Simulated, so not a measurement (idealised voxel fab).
process module | voxel local oxidation
cross-section cut | 265 nm wide | cells 5 nm
A cross-section is a grid of square cells, given in bands from the top down. A band is one or more rows of cells.
Each band's line starts with the height of the band's top and of its bottom, in nm. Then come its materials from left to right, each with its width in nm. One material with "throughout" fills the band from edge to edge. "air" is empty space.
Height 0 is the level under which the wafer as received is all one material. The lowest band goes on downwards, as in "0 down".
A width such as "30 to 40" changes by the same amount from each row of cells to the next, from the band's top row to its bottom row.
"no change" after a step means that no cell of the cross-section changed.
closed voids: empty space of 8 cells or more with no open way to the top, each as width x height at its distance from the left edge, in nm
after a step's settings: what the simulator itself notes on the step
overlay nm, on a step with a mask: how far to the right of its planned place the mask lay; to the left if negative
plan
1 op RECEIVE | material Si
2 op CONFORMAL_DEP | material SiO2 | thk nm 5
3 op CONFORMAL_DEP | material SiN | thk nm 15
4 op MASKED_ETCH | tone cover | mask id ACTIVE | width nm 95 | pitch nm 120 | etch materials SiN | depth nm 15 | overlay nm 0
5 op SELECTIVE_ETCH | etch materials SiO2 | depth nm 5
6 op OXIDIZE | depth nm 10
7 op STRIP | etch materials SiN
first wafer, as planned
as received, after step 1
  0 down: Si throughout
  closed voids: none
after step 2
  5 to 0: SiO2 throughout
  below 0: unchanged
after step 3
  20 to 5: SiN throughout
  below 5: unchanged
after step 4
  20 to 5: air 25 | SiN 95 | air 25 | SiN 95 | air 25
  below 5: unchanged
after step 5
  20 to 5: air 25 | SiN 95 | air 25 | SiN 95 | air 25
  5 to 0: air 30 | SiO2 85 | air 35 | SiO2 85 | air 30
  below 0: unchanged
after step 6
  20 to 5: air 25 | SiN 95 | air 25 | SiN 95 | air 25
  5 to 0: air 30 | SiO2 85 | air 35 | SiO2 85 | air 30
  0 to -10: SiO2 40 | Si 65 | SiO2 55 | Si 65 | SiO2 40
  below -10: unchanged
after step 7
  5 to 0: air 30 | SiO2 85 | air 35 | SiO2 85 | air 30
  below 0: unchanged
second wafer: like start, like plan, one mistake. Through step 5 it matches the first wafer
when step 6 should have ended
  20 to 5: air 25 | SiN 95 | air 25 | SiN 95 | air 25
  5 to 0: air 30 | SiO2 85 | air 35 | SiO2 85 | air 30
  0 to -10: SiO2 40 | Si 65 | SiO2 55 | Si 65 | SiO2 40
  below -10: unchanged
when step 7 should have ended
  5 to 0: air 30 | SiO2 85 | air 35 | SiO2 85 | air 30
  below 0: unchanged
what went wrong: step 6 was run twice
at the end the two cross-sections are the same: no effect in what this model computes
